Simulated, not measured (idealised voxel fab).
You're looking at the process module voxel quadruple lines.
We display cut, a cross-section 205 nm in width whose square cells are each 5 nm.
Cross-section format: a grid of square cells, given as bands from top to bottom; each band is one or more rows of cells. It is stipulated that each band's entry specify, in nanometres, the height of the top of the band and then that of its bottom, followed by the materials of the band in left-to-right sequence, each together with its width in nanometres. A single material marked by the word "everywhere" is understood to fill the band from edge to edge; the word "blank" is understood to denote empty space. It should be noted that heights are counted from 0, beneath which the wafer as supplied is of one material throughout, and that the lowest band possesses no lower boundary but continues downward, as written in "0 nm and below". It should be noted that a width expressed as "30..40" varies in equal increments from row to row of cells within the band, taking the value of the first number at the top row and that of the second number at the bottom row. "no alterations made" for a step: no cell of the cross-section changed in that step. Voids not open to the top, 8 cells minimum: see "Closed void listing". Written width x height at distance; distance is from the left edge; nm. Where a step's line continues beyond its settings, the continuation is a remark by the simulator itself on that step. A step's line can hold "overlay nm"; with a mask on that step, the setting says how far right of the planned place the mask lay, while a negative setting says it lay to the left.
### Set out below are the planned steps of the process
1) RECEIVE | material Si
2) CONFORMAL_DEP | material Al2O3 | thk nm 5
3) DIRECTIONAL_DEP | material W | thk nm 10
4) DIRECTIONAL_DEP | material polySi | thk nm 20
5) DIRECTIONAL_DEP | material aC | thk nm 20
6) PATTERN | tone cover | mask id MANDREL | material resist | width nm 25 | thk nm 30 | overlay nm 0
7) DIRECTIONAL_ETCH | etch materials aC | depth nm 20
8) STRIP | etch materials resist
9) CONFORMAL_DEP | material SiO2 | thk nm 15
10) DIRECTIONAL_ETCH | etch materials SiO2 | depth nm 15
11) STRIP | etch materials aC
12) DIRECTIONAL_ETCH | etch materials polySi | depth nm 20
13) STRIP | etch materials SiO2
14) CONFORMAL_DEP | material SiN | thk nm 5
15) DIRECTIONAL_ETCH | etch materials SiN | depth nm 5
16) STRIP | etch materials polySi
17) DIRECTIONAL_ETCH | etch materials W | depth nm 10
18) STRIP | etch materials SiN
### First of the two wafers, run per plan
### Shown in cross-section is the wafer as received, that is, as it stands after step 1
  0 nm and below | Si everywhere
  Closed void listing: none
### Upon completion of step 2, the wafer appears in cross-section as shown
  5 nm to 0 nm | Al2O3 everywhere
  Rest of section, below 0: as before.
### Upon completion of step 3, the wafer appears in cross-section as shown
  15 nm to 5 nm | W everywhere
  Rest of section, below 5: as before.
### Upon completion of step 4, the wafer appears in cross-section as shown
  35 nm to 15 nm | polySi everywhere
  Rest of section, below 15: as before.
### Upon completion of step 5, the wafer appears in cross-section as shown
  55 nm to 35 nm | aC everywhere
  Rest of section, below 35: as before.
### Upon completion of step 6, the wafer appears in cross-section as shown
  85 nm to 55 nm | 90 of blank, then 25 of resist, then 90 of blank
  Rest of section, below 55: as before.
### Upon completion of step 7, the wafer appears in cross-section as shown
  65 nm to 55 nm | 90 of blank, then 25 of resist, then 90 of blank
  55 nm to 35 nm | 90 of blank, then 25 of aC, then 90 of blank
  Rest of section, below 35: as before.
### Upon completion of step 8, the wafer appears in cross-section as shown
  55 nm to 35 nm | 90 of blank, then 25 of aC, then 90 of blank
  Rest of section, below 35: as before.
### Upon completion of step 9, the wafer appears in cross-section as shown
  70 nm to 55 nm | 75 of blank, then 55 of SiO2, then 75 of blank
  55 nm to 50 nm | 75 of blank, then 15 of SiO2, then 25 of aC, then 15 of SiO2, then 75 of blank
  50 nm to 35 nm | 90 of SiO2, then 25 of aC, then 90 of SiO2
  Rest of section, below 35: as before.
### Upon completion of step 10, the wafer appears in cross-section as shown
  55 nm to 35 nm | 75 of blank, then 15 of SiO2, then 25 of aC, then 15 of SiO2, then 75 of blank
  Rest of section, below 35: as before.
### Upon completion of step 11, the wafer appears in cross-section as shown
  55 nm to 35 nm | 75 of blank, then 15 of SiO2, then 25 of blank, then 15 of SiO2, then 75 of blank
  Rest of section, below 35: as before.
### Upon completion of step 12, the wafer appears in cross-section as shown
  55 nm to 35 nm | 75 of blank, then 15 of SiO2, then 25 of blank, then 15 of SiO2, then 75 of blank
  35 nm to 15 nm | 75 of blank, then 15 of polySi, then 25 of blank, then 15 of polySi, then 75 of blank
  Rest of section, below 15: as before.
### Upon completion of step 13, the wafer appears in cross-section as shown
  35 nm to 15 nm | 75 of blank, then 15 of polySi, then 25 of blank, then 15 of polySi, then 75 of blank
  Rest of section, below 15: as before.
### Upon completion of step 14, the wafer appears in cross-section as shown
  40 nm to 35 nm | 70 of blank, then 25 of SiN, then 15 of blank, then 25 of SiN, then 70 of blank
  35 nm to 20 nm | 70 of blank, then 5 of SiN, then 15 of polySi, then 5 of SiN, then 15 of blank, then 5 of SiN, then 15 of polySi, then 5 of SiN, then 70 of blank
  20 nm to 15 nm | 75 of SiN, then 15 of polySi, then 25 of SiN, then 15 of polySi, then 75 of SiN
  Rest of section, below 15: as before.
### Upon completion of step 15, the wafer appears in cross-section as shown
  35 nm to 15 nm | 70 of blank, then 5 of SiN, then 15 of polySi, then 5 of SiN, then 15 of blank, then 5 of SiN, then 15 of polySi, then 5 of SiN, then 70 of blank
  Rest of section, below 15: as before.
### Upon completion of step 16, the wafer appears in cross-section as shown
  35 nm to 15 nm | 70 of blank, then 5 of SiN, then 15 of blank, then 5 of SiN, then 15 of blank, then 5 of SiN, then 15 of blank, then 5 of SiN, then 70 of blank
  Rest of section, below 15: as before.
### Upon completion of step 17, the wafer appears in cross-section as shown
  35 nm to 15 nm | 70 of blank, then 5 of SiN, then 15 of blank, then 5 of SiN, then 15 of blank, then 5 of SiN, then 15 of blank, then 5 of SiN, then 70 of blank
  15 nm to 5 nm | 70 of blank, then 5 of W, then 15 of blank, then 5 of W, then 15 of blank, then 5 of W, then 15 of blank, then 5 of W, then 70 of blank
  Rest of section, below 5: as before.
### Upon completion of step 18, the wafer appears in cross-section as shown
  15 nm to 5 nm | 70 of blank, then 5 of W, then 15 of blank, then 5 of W, then 15 of blank, then 5 of W, then 15 of blank, then 5 of W, then 70 of blank
  Rest of section, below 5: as before.
### The second wafer: identical to the first at the outset and in its planned sequence, differing only in that one mistake was made during processing; up to and including step 8, its path is the first wafer's path
### At the planned end of step 9, the second wafer in cross-section
  60 nm to 55 nm | 85 of blank, then 35 of SiO2, then 85 of blank
  55 nm to 40 nm | 85 of blank, then 5 of SiO2, then 25 of aC, then 5 of SiO2, then 85 of blank
  40 nm to 35 nm | 90 of SiO2, then 25 of aC, then 90 of SiO2
  Rest of section, below 35: as before.
### At the planned end of step 10, the second wafer in cross-section
  55 nm to 45 nm | 90 of blank, then 25 of aC, then 90 of blank
  45 nm to 35 nm | 85 of blank, then 5 of SiO2, then 25 of aC, then 5 of SiO2, then 85 of blank
  Rest of section, below 35: as before.
### At the planned end of step 11, the second wafer in cross-section
  45 nm to 35 nm | 85 of blank, then 5 of SiO2, then 25 of blank, then 5 of SiO2, then 85 of blank
  Rest of section, below 35: as before.
### At the planned end of step 12, the second wafer in cross-section
  45 nm to 35 nm | 85 of blank, then 5 of SiO2, then 25 of blank, then 5 of SiO2, then 85 of blank
  35 nm to 15 nm | 85 of blank, then 5 of polySi, then 25 of blank, then 5 of polySi, then 85 of blank
  Rest of section, below 15: as before.
### At the planned end of step 13, the second wafer in cross-section
  35 nm to 15 nm | 85 of blank, then 5 of polySi, then 25 of blank, then 5 of polySi, then 85 of blank
  Rest of section, below 15: as before.
### At the planned end of step 14, the second wafer in cross-section
  40 nm to 35 nm | 80 of blank, then 15 of SiN, then 15 of blank, then 15 of SiN, then 80 of blank
  35 nm to 20 nm | 80 of blank, then 5 of SiN, then 5 of polySi, then 5 of SiN, then 15 of blank, then 5 of SiN, then 5 of polySi, then 5 of SiN, then 80 of blank
  20 nm to 15 nm | 85 of SiN, then 5 of polySi, then 25 of SiN, then 5 of polySi, then 85 of SiN
  Rest of section, below 15: as before.
### At the planned end of step 15, the second wafer in cross-section
  35 nm to 15 nm | 80 of blank, then 5 of SiN, then 5 of polySi, then 5 of SiN, then 15 of blank, then 5 of SiN, then 5 of polySi, then 5 of SiN, then 80 of blank
  Rest of section, below 15: as before.
### At the planned end of step 16, the second wafer in cross-section
  35 nm to 15 nm | 80 of blank, then 5 of SiN, then 5 of blank, then 5 of SiN, then 15 of blank, then 5 of SiN, then 5 of blank, then 5 of SiN, then 80 of blank
  Rest of section, below 15: as before.
### At the planned end of step 17, the second wafer in cross-section
  35 nm to 15 nm | 80 of blank, then 5 of SiN, then 5 of blank, then 5 of SiN, then 15 of blank, then 5 of SiN, then 5 of blank, then 5 of SiN, then 80 of blank
  15 nm to 5 nm | 80 of blank, then 5 of W, then 5 of blank, then 5 of W, then 15 of blank, then 5 of W, then 5 of blank, then 5 of W, then 80 of blank
  Rest of section, below 5: as before.
### At the planned end of step 18, the second wafer in cross-section
  15 nm to 5 nm | 80 of blank, then 5 of W, then 5 of blank, then 5 of W, then 15 of blank, then 5 of W, then 5 of blank, then 5 of W, then 80 of blank
  Rest of section, below 5: as before.
What went wrong in running the wafer? off-plan run, step 9, actual operation and settings CONFORMAL_DEP | material SiO2 | thk nm 5
Both wafers, final: cells per material equal; arrangement not.
